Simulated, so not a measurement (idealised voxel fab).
This section sets out a process module, namely voxel self aligned vias.
The cross-section on display is named cut; it measures 255 nm wide, and its cells are 5 nm squares.
In this document a cross-section is written as a grid of square cells. It is given as a series of bands, listed from the top down, and a band is one or more rows of cells. Top, bottom (nm), then materials left to right with widths (nm); lone material tagged "throughout" fills the whole band edge to edge; "air" = empty space. The reference from which all heights are counted is 0, the level beneath which the as-received wafer is entirely one material; the lowest band, having no lower bound, proceeds downward and is written after the example "0..down". The notation "30..40" denotes a width that varies across the rows of cells in the band, beginning at the first number in the top row, finishing at the second number in the bottom row, and changing by an identical amount from each row to the next. Reading "nothing got changed" for a step: not a cell of the cross-section changed in it. Closed empty spaces (no open way to the top) of 8 cells or more are what "Closed internal voids" lists, each as width x height at distance from the left edge, nm for all three. What comes after the settings on a step's line is commentary from the simulator itself on that step. "overlay nm" answers the question of how far to the right of plan the mask lay on a step that has a mask, and when it is negative the answer is to the left.

## Steps in the process plan
1 RECEIVE with material Si
2 CONFORMAL_DEP with material SiO2, thk nm 10
3 CONFORMAL_DEP with material SiCN, thk nm 5
4 DIRECTIONAL_DEP with material lowk, thk nm 30
5 PATTERN with tone open, mask id LINES, material resist, width nm 25, pitch nm 70, thk nm 15, overlay nm 0
6 DIRECTIONAL_ETCH with etch materials lowk, depth nm 30
7 STRIP with etch materials resist
8 CONFORMAL_DEP with material TiN, thk nm 5
9 FILL_DEP with material Ru, thk nm 5
10 CMP with height nm 45
11 SELECTIVE_ETCH with etch materials W Ru TiN, depth nm 5
12 FILL_DEP with material SiN, thk nm 10
13 CMP with height nm 45
14 DIRECTIONAL_DEP with material lowk, thk nm 15
15 DIRECTIONAL_DEP with material aC, thk nm 10
16 PATTERN with tone open, mask id VIAS, material resist, width nm 45, thk nm 30, overlay nm 0
17 DIRECTIONAL_ETCH with etch materials aC, depth nm 10
18 STRIP with etch materials resist
19 DIRECTIONAL_ETCH with etch materials lowk, depth nm 15
20 DIRECTIONAL_ETCH with etch materials SiN, depth nm 5
21 STRIP with etch materials aC
22 CONFORMAL_DEP with material TiN, thk nm 5
23 FILL_DEP with material Ru, thk nm 5
24 CMP with height nm 60
25 CONFORMAL_DEP with material SiN, thk nm 5
For clarity, it should be stated that the wafers under discussion commence in an identical condition and differ with respect to the thk nm of step 8, the plan indicating the value that the first wafer had.

## First of several wafers (as received, post step 1), cross-sectional view
- 0..down | Si throughout
- Closed internal voids: none

## Per wafer (row), end of module: delta in cells per material since receipt, (+) for gained, (-) for lost; closed voids after that
thk nm 5 | +41 Ru | +51 SiCN | +56 SiN | +102 SiO2 | +41 TiN | +372 lowk | Closed internal voids: none
thk nm 10 | +23 Ru | +51 SiCN | +56 SiN | +102 SiO2 | +59 TiN | +372 lowk | Closed internal voids: none
thk nm 15 | +17 Ru | +51 SiCN | +56 SiN | +102 SiO2 | +65 TiN | +372 lowk | Closed internal voids: none
thk nm 20 | +17 Ru | +51 SiCN | +56 SiN | +102 SiO2 | +65 TiN | +372 lowk | Closed internal voids: none
